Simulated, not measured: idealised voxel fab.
process module | voxel ribs on slabs
cross-section cut | 175 nm wide | cells 5 nm
A cross-section is a grid of square cells, given in bands from the top down. A band is one or more rows of cells.
Each band's line starts with the height of the band's top and of its bottom, in nm. Then come its materials from left to right, each with its width in nm. One material with "throughout" fills the band from edge to edge. "air" is empty space.
Height 0 is the level under which the wafer as received is all one material. The lowest band goes on downwards, as in "0 down".
A width such as "30 to 40" changes by the same amount from each row of cells to the next, from the band's top row to its bottom row.
"no change" after a step means that no cell of the cross-section changed.
closed voids: empty space of 8 cells or more with no open way to the top, each as width x height at its distance from the left edge, in nm
after a step's settings: what the simulator itself notes on the step
overlay nm, on a step with a mask: how far to the right of its planned place the mask lay; to the left if negative
plan
1 op RECEIVE | material Si
2 op DIRECTIONAL_DEP | material SiO2 | thk nm 25
3 op DIRECTIONAL_DEP | material SiN | thk nm 25
4 op DIRECTIONAL_DEP | material aC | thk nm 10
5 op PATTERN | tone cover | mask id RIB | material resist | width nm 25 | thk nm 25 | overlay nm 0
6 op DIRECTIONAL_ETCH | etch materials aC | depth nm 10
7 op STRIP | etch materials resist
8 op DIRECTIONAL_ETCH | etch materials SiN | depth nm 20
9 op STRIP | etch materials aC
10 op PATTERN | tone cover | mask id SLAB | material resist | width nm 65 | thk nm 20 | overlay nm 0
11 op DIRECTIONAL_ETCH | etch materials SiN | depth nm 5
12 op STRIP | etch materials resist
13 op FILL_DEP | material SiO2 | thk nm 25
14 op CMP | height nm 65
15 op DIRECTIONAL_DEP | material TiN | thk nm 5
16 op PATTERN | tone cover | mask id HEATER | material resist | width nm 35 | thk nm 15 | overlay nm 0
17 op DIRECTIONAL_ETCH | etch materials TiN | depth nm 5
18 op STRIP | etch materials resist
19 op CONFORMAL_DEP | material SiN | thk nm 5
first wafer, as planned
as received, after step 1
  0 down: Si throughout
  closed voids: none
after step 2
  25 to 0: SiO2 throughout
  below 0: unchanged
after step 3
  50 to 25: SiN throughout
  below 25: unchanged
after step 4
  60 to 50: aC throughout
  below 50: unchanged
after step 5
  85 to 60: air 75 | resist 25 | air 75
  below 60: unchanged
after step 6
  75 to 60: air 75 | resist 25 | air 75
  60 to 50: air 75 | aC 25 | air 75
  below 50: unchanged
after step 7
  60 to 50: air 75 | aC 25 | air 75
  below 50: unchanged
after step 8
  60 to 50: air 75 | aC 25 | air 75
  50 to 30: air 75 | SiN 25 | air 75
  below 30: unchanged
after step 9
  50 to 30: air 75 | SiN 25 | air 75
  below 30: unchanged
after step 10
  70 to 50: air 55 | resist 65 | air 55
  50 to 30: air 55 | resist 20 | SiN 25 | resist 20 | air 55
  below 30: unchanged
after step 11
  70 to 50: air 55 | resist 65 | air 55
  50 to 30: air 55 | resist 20 | SiN 25 | resist 20 | air 55
  30 to 25: air 55 | SiN 65 | air 55
  below 25: unchanged
after step 12
  50 to 30: air 75 | SiN 25 | air 75
  below 30: unchanged
after step 13
  75 to 50: SiO2 throughout
  50 to 30: SiO2 75 | SiN 25 | SiO2 75
  30 to 25: SiO2 55 | SiN 65 | SiO2 55
  below 25: unchanged
after step 14
  65 to 50: SiO2 throughout
  below 50: unchanged
after step 15
  70 to 65: TiN throughout
  below 65: unchanged
after step 16
  85 to 70: air 70 | resist 35 | air 70
  below 70: unchanged
after step 17
  85 to 70: air 70 | resist 35 | air 70
  70 to 65: air 70 | TiN 35 | air 70
  below 65: unchanged
after step 18
  70 to 65: air 70 | TiN 35 | air 70
  below 65: unchanged
after step 19
  75 to 70: air 65 | SiN 45 | air 65
  70 to 65: SiN 70 | TiN 35 | SiN 70
  below 65: unchanged
second wafer: like start, like plan, one mistake. Through step 15 it matches the first wafer
when step 16 should have ended
  85 to 70: air 60 | resist 35 | air 80
  below 70: unchanged
when step 17 should have ended
  85 to 70: air 60 | resist 35 | air 80
  70 to 65: air 60 | TiN 35 | air 80
  below 65: unchanged
when step 18 should have ended
  70 to 65: air 60 | TiN 35 | air 80
  below 65: unchanged
when step 19 should have ended
  75 to 70: air 55 | SiN 45 | air 75
  70 to 65: SiN 60 | TiN 35 | SiN 80
  below 65: unchanged
what went wrong: step 16 ran as: op PATTERN | tone cover | mask id HEATER | material resist | width nm 35 | thk nm 15 | overlay nm -10
at the end the second wafer has, in cells: as many of each material as the first, in other places
